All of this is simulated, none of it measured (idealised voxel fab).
You're looking at the process module voxel capacitor over wiring.
Displayed cross-section: cut, width of 235 nm, square cells sized 5 nm.
A cross-section is a grid of square cells, given in bands from the top down. A band is one or more rows of cells.
It is stipulated that each band's entry specify, in nanometres, the height of the top of the band and then that of its bottom, followed by the materials of the band in left-to-right sequence, each together with its width in nanometres. A single material marked by the word "all across" is understood to fill the band from edge to edge; the word "empty" is understood to denote empty space.
Heights are reckoned from 0. Under this level, the received wafer is all of one material. The bottommost band is open-ended downward, for example "top 0, no bottom".
Width spec "30 to 40" -> top row of cells at first value, bottom row at second value, equal per-row change in between.
Where the words "no alteration" appear for a step, the cross-section shows no cell changed by that step; every cell remained as before.
"closed voids" specifies each empty space that is not open to the top and that occupies no fewer than 8 cells, using the form width x height at distance, the distance measured from the left edge and all three quantities in nm.
Post-settings text on a step line: simulator's own remark regarding the step.
You can add "overlay nm" to a step's line. For a step with a mask, it describes how far the mask lay to the right of its planned position, and a negative number describes a lay to the left.
## Here's what the planned process steps look like
step 1: RECEIVE | material Si
step 2: CONFORMAL_DEP | material SiO2 | thk nm 10
step 3: DIRECTIONAL_DEP | material TiN | thk nm 5
step 4: DIRECTIONAL_DEP | material Ru | thk nm 20
step 5: MASKED_ETCH | tone cover | mask id METAL_1 | width nm 25 | pitch nm 75 | etch materials Ru | depth nm 20 | overlay nm 0
step 6: MASKED_ETCH | tone cover | mask id METAL_1 | width nm 25 | pitch nm 75 | etch materials TiN | depth nm 5 | overlay nm 0
step 7: FILL_DEP | material lowk | thk nm 5
step 8: CMP | height nm 35
step 9: CONFORMAL_DEP | material SiCN | thk nm 5
step 10: DIRECTIONAL_DEP | material SiO2 | thk nm 10
step 11: PATTERN | tone open | mask id PLUG_1 | material resist | width nm 15 | thk nm 20 | overlay nm 0
step 12: DIRECTIONAL_ETCH | etch materials SiO2 | depth nm 10
step 13: DIRECTIONAL_ETCH | etch materials SiCN | depth nm 5
step 14: STRIP | etch materials resist
step 15: CONFORMAL_DEP | material TiN | thk nm 5
step 16: FILL_DEP | material Ru | thk nm 5
step 17: CMP | height nm 50
step 18: DIRECTIONAL_DEP | material TiN | thk nm 10
step 19: DIRECTIONAL_DEP | material SiN | thk nm 5
step 20: DIRECTIONAL_DEP | material TiN | thk nm 10
step 21: MASKED_ETCH | tone cover | mask id UPPER_PLATE | width nm 55 | etch materials TiN | depth nm 10 | overlay nm 0
step 22: MASKED_ETCH | tone cover | mask id UPPER_PLATE | width nm 55 | etch materials SiN | depth nm 5 | overlay nm 0
step 23: PATTERN | tone cover | mask id LOWER_PLATE | material resist | width nm 65 | thk nm 20 | overlay nm 0
step 24: DIRECTIONAL_ETCH | etch materials TiN | depth nm 10
step 25: STRIP | etch materials resist
step 26: FILL_DEP | material SiO2 | thk nm 15
step 27: CMP | height nm 85
step 28: PATTERN | tone open | mask id PLUG_2 | material resist | width nm 15 | thk nm 15 | overlay nm 0
step 29: DIRECTIONAL_ETCH | etch materials SiO2 | depth nm 10
step 30: STRIP | etch materials resist
step 31: CONFORMAL_DEP | material TiN | thk nm 5
step 32: FILL_DEP | material Ru | thk nm 5
step 33: CMP | height nm 85
step 34: CONFORMAL_DEP | material SiN | thk nm 5
## Cross-section, incoming material, after step 1
    top 0, no bottom | Si all across
    closed voids: none
## Post-module cross-section of the first of two wafers (run per plan)
    top 90, bottom 85 | SiN all across
    top 85, bottom 80 | SiO2 (85), then TiN (5), then Ru (5), then TiN (5), then SiO2 (135)
    top 80, bottom 75 | SiO2 (85), then TiN (15), then SiO2 (135)
    top 75, bottom 65 | SiO2 (75), then TiN (55), then SiO2 (105)
    top 65, bottom 60 | SiO2 (75), then SiN (55), then SiO2 (105)
    top 60, bottom 50 | SiO2 (70), then TiN (65), then SiO2 (100)
    top 50, bottom 40 | SiO2 (75), then TiN (5), then Ru (5), then TiN (5), then SiO2 (145)
    top 40, bottom 35 | SiCN (75), then TiN (15), then SiCN (145)
    top 35, bottom 15 | lowk (65), then Ru (25), then lowk (50), then Ru (25), then lowk (70)
    top 15, bottom 10 | lowk (65), then TiN (25), then lowk (50), then TiN (25), then lowk (70)
    top 10, bottom 0 | SiO2 all across
    top 0, no bottom | Si all across
    closed voids: none
## This is the second of the two wafers, cross-sectioned at the end of the module; it started exactly like the first and was given the same plan, but it was run with one mistake
    top 90, bottom 85 | SiN all across
    top 85, bottom 80 | SiO2 (85), then TiN (5), then Ru (5), then TiN (5), then SiO2 (135)
    top 80, bottom 75 | SiO2 (85), then TiN (15), then SiO2 (135)
    top 75, bottom 65 | SiO2 (75), then TiN (55), then SiO2 (105)
    top 65, bottom 60 | SiO2 (75), then SiN (55), then SiO2 (105)
    top 60, bottom 50 | SiO2 (70), then TiN (65), then SiO2 (100)
    top 50, bottom 40 | SiO2 (85), then TiN (5), then Ru (5), then TiN (5), then SiO2 (135)
    top 40, bottom 35 | SiCN (85), then TiN (15), then SiCN (135)
    top 35, bottom 15 | lowk (65), then Ru (25), then lowk (50), then Ru (25), then lowk (70)
    top 15, bottom 10 | lowk (65), then TiN (25), then lowk (50), then TiN (25), then lowk (70)
    top 10, bottom 0 | SiO2 all across
    top 0, no bottom | Si all across
    closed voids: none
It is concluded that the wafer was processed incorrectly with respect to the plan, in that contrary to plan, step 11 was performed as PATTERN | tone open | mask id PLUG_1 | material resist | width nm 15 | thk nm 20 | overlay nm 10
Upon completion, the cell count for each material on the second wafer equals that on the first, whereas the spatial distribution of those cells differs.
